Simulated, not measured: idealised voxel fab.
The process module presented herein is designated voxel plated lines.
Pictured: cross-section cut, 215 nm wide, on a grid of 5 nm square cells.
The cross-sections in this document take the form of a grid made of square cells. They are written out as bands, in order from top to bottom. Each band consists of one or more rows of cells. This entry defines a band. It first specifies the height of the band's top and the height of its bottom in nm, and then specifies the band's materials from left to right, stating each material with its width in nm. The word "throughout" identifies a single material that fills the band from edge to edge, while the word "empty" identifies empty space. Heads up on the height convention: 0 is the point under which the incoming wafer is all one material, and the lowest band has no bottom, it just keeps going down, like "0 down". You'd read "30->40" like this: the band's top row of cells is as wide as the first number, its bottom row is as wide as the second, and going down, every row changes width by the same amount as the row before did. Given "nothing was modified" for a step, no cell of the cross-section differs between before and after that step. Basically, "Tabulated closed voids" tells you about the enclosed voids: empty spaces with no open way to the top, 8 cells or bigger, each written width x height at distance, where distance is from the left edge, all in nm. Where a step's line continues beyond its settings, the continuation is a remark by the simulator itself on that step. Each step line may optionally specify "overlay nm", which for a step with a mask gives the rightward distance between the mask's planned place and where it lay, a negative value indicating the leftward direction.

THESE ARE THE STEPS WE PLANNED FOR THE PROCESS
| 1 | RECEIVE, material Si |
| 2 | CONFORMAL_DEP, material SiO2, thk nm 15 |
| 3 | DIRECTIONAL_DEP, material TiN, thk nm 5 |
| 4 | PATTERN, tone open, mask id LINES, material resist, width nm 20, pitch nm 40, thk nm 40, overlay nm 0 |
| 5 | EPI, material Ru, thk nm 10 |
| 6 | EPI, material Ru, thk nm 5 |
| 7 | EPI, material Ru, thk nm 5 |
| 8 | STRIP, etch materials resist |
| 9 | DIRECTIONAL_ETCH, etch materials TiN, depth nm 5 |
| 10 | CONFORMAL_DEP, material SiN, thk nm 10 |

THE FOLLOWING PERTAINS TO THE FIRST OF TWO WAFERS, WHICH WAS PROCESSED AS PLANNED

WAFER AT RECEIPT (POST STEP 1), CROSS-SECTION
    0 down | Si throughout
    Tabulated closed voids: none

TAKE A LOOK AT THE WAFER'S CROSS-SECTION AFTER STEP 2
    15 to 0 | SiO2 throughout
    Everything under 0 stays put, no change at all.

TAKE A LOOK AT THE WAFER'S CROSS-SECTION AFTER STEP 3
    20 to 15 | TiN throughout
    Everything under 15 stays put, no change at all.

TAKE A LOOK AT THE WAFER'S CROSS-SECTION AFTER STEP 4
    60 to 20 | 55 of resist, then 20 of empty, then 20 of resist, then 20 of empty, then 20 of resist, then 20 of empty, then 60 of resist
    Everything under 20 stays put, no change at all.

TAKE A LOOK AT THE WAFER'S CROSS-SECTION AFTER STEP 5
    60 to 30 | 55 of resist, then 20 of empty, then 20 of resist, then 20 of empty, then 20 of resist, then 20 of empty, then 60 of resist
    30 to 20 | 55 of resist, then 20 of Ru, then 20 of resist, then 20 of Ru, then 20 of resist, then 20 of Ru, then 60 of resist
    Everything under 20 stays put, no change at all.

TAKE A LOOK AT THE WAFER'S CROSS-SECTION AFTER STEP 6
    60 to 35 | 55 of resist, then 20 of empty, then 20 of resist, then 20 of empty, then 20 of resist, then 20 of empty, then 60 of resist
    35 to 20 | 55 of resist, then 20 of Ru, then 20 of resist, then 20 of Ru, then 20 of resist, then 20 of Ru, then 60 of resist
    Everything under 20 stays put, no change at all.

TAKE A LOOK AT THE WAFER'S CROSS-SECTION AFTER STEP 7
    60 to 40 | 55 of resist, then 20 of empty, then 20 of resist, then 20 of empty, then 20 of resist, then 20 of empty, then 60 of resist
    40 to 20 | 55 of resist, then 20 of Ru, then 20 of resist, then 20 of Ru, then 20 of resist, then 20 of Ru, then 60 of resist
    Everything under 20 stays put, no change at all.

TAKE A LOOK AT THE WAFER'S CROSS-SECTION AFTER STEP 8
    40 to 20 | 55 of empty, then 20 of Ru, then 20 of empty, then 20 of Ru, then 20 of empty, then 20 of Ru, then 60 of empty
    Everything under 20 stays put, no change at all.

TAKE A LOOK AT THE WAFER'S CROSS-SECTION AFTER STEP 9
    40 to 20 | 55 of empty, then 20 of Ru, then 20 of empty, then 20 of Ru, then 20 of empty, then 20 of Ru, then 60 of empty
    20 to 15 | 55 of empty, then 20 of TiN, then 20 of empty, then 20 of TiN, then 20 of empty, then 20 of TiN, then 60 of empty
    Everything under 15 stays put, no change at all.

TAKE A LOOK AT THE WAFER'S CROSS-SECTION AFTER STEP 10
    50 to 40 | 45 of empty, then 120 of SiN, then 50 of empty
    40 to 25 | 45 of empty, then 10 of SiN, then 20 of Ru, then 20 of SiN, then 20 of Ru, then 20 of SiN, then 20 of Ru, then 10 of SiN, then 50 of empty
    25 to 20 | 55 of SiN, then 20 of Ru, then 20 of SiN, then 20 of Ru, then 20 of SiN, then 20 of Ru, then 60 of SiN
    20 to 15 | 55 of SiN, then 20 of TiN, then 20 of SiN, then 20 of TiN, then 20 of SiN, then 20 of TiN, then 60 of SiN
    Everything under 15 stays put, no change at all.

WAFER TWO. SAME START, SAME PLAN, ONE SLIP IN EXECUTION. SAME AS WAFER ONE THROUGH STEP 3, INCLUSIVE

SECOND WAFER AT THE PLANNED FINISH OF STEP 4, SEEN IN CROSS-SECTION
    60 to 20 | 55 of empty, then 20 of resist, then 20 of empty, then 20 of resist, then 20 of empty, then 20 of resist, then 60 of empty
    Everything under 20 stays put, no change at all.

SECOND WAFER AT THE PLANNED FINISH OF STEP 5, SEEN IN CROSS-SECTION
    60 to 30 | 55 of empty, then 20 of resist, then 20 of empty, then 20 of resist, then 20 of empty, then 20 of resist, then 60 of empty
    30 to 20 | 55 of Ru, then 20 of resist, then 20 of Ru, then 20 of resist, then 20 of Ru, then 20 of resist, then 60 of Ru
    Everything under 20 stays put, no change at all.

SECOND WAFER AT THE PLANNED FINISH OF STEP 6, SEEN IN CROSS-SECTION
    60 to 35 | 55 of empty, then 20 of resist, then 20 of empty, then 20 of resist, then 20 of empty, then 20 of resist, then 60 of empty
    35 to 20 | 55 of Ru, then 20 of resist, then 20 of Ru, then 20 of resist, then 20 of Ru, then 20 of resist, then 60 of Ru
    Everything under 20 stays put, no change at all.

SECOND WAFER AT THE PLANNED FINISH OF STEP 7, SEEN IN CROSS-SECTION
    60 to 40 | 55 of empty, then 20 of resist, then 20 of empty, then 20 of resist, then 20 of empty, then 20 of resist, then 60 of empty
    40 to 20 | 55 of Ru, then 20 of resist, then 20 of Ru, then 20 of resist, then 20 of Ru, then 20 of resist, then 60 of Ru
    Everything under 20 stays put, no change at all.

SECOND WAFER AT THE PLANNED FINISH OF STEP 8, SEEN IN CROSS-SECTION
    40 to 20 | 55 of Ru, then 20 of empty, then 20 of Ru, then 20 of empty, then 20 of Ru, then 20 of empty, then 60 of Ru
    Everything under 20 stays put, no change at all.

SECOND WAFER AT THE PLANNED FINISH OF STEP 9, SEEN IN CROSS-SECTION
    40 to 20 | 55 of Ru, then 20 of empty, then 20 of Ru, then 20 of empty, then 20 of Ru, then 20 of empty, then 60 of Ru
    20 to 15 | 55 of TiN, then 20 of empty, then 20 of TiN, then 20 of empty, then 20 of TiN, then 20 of empty, then 60 of TiN
    Everything under 15 stays put, no change at all.

SECOND WAFER AT THE PLANNED FINISH OF STEP 10, SEEN IN CROSS-SECTION
    50 to 40 | SiN throughout
    40 to 20 | 55 of Ru, then 20 of SiN, then 20 of Ru, then 20 of SiN, then 20 of Ru, then 20 of SiN, then 60 of Ru
    20 to 15 | 55 of TiN, then 20 of SiN, then 20 of TiN, then 20 of SiN, then 20 of TiN, then 20 of SiN, then 60 of TiN
    Everything under 15 stays put, no change at all.
In executing the process, a mistake was made relative to the plan: it should be noted that step 4 was executed with settings other than those planned, the operation and settings actually applied being PATTERN, tone cover, mask id LINES, material resist, width nm 20, pitch nm 40, thk nm 40, overlay nm 0
Bottom line after processing is that, in cells, the second wafer is up or down on some materials versus the first: +76 Ru; +19 TiN
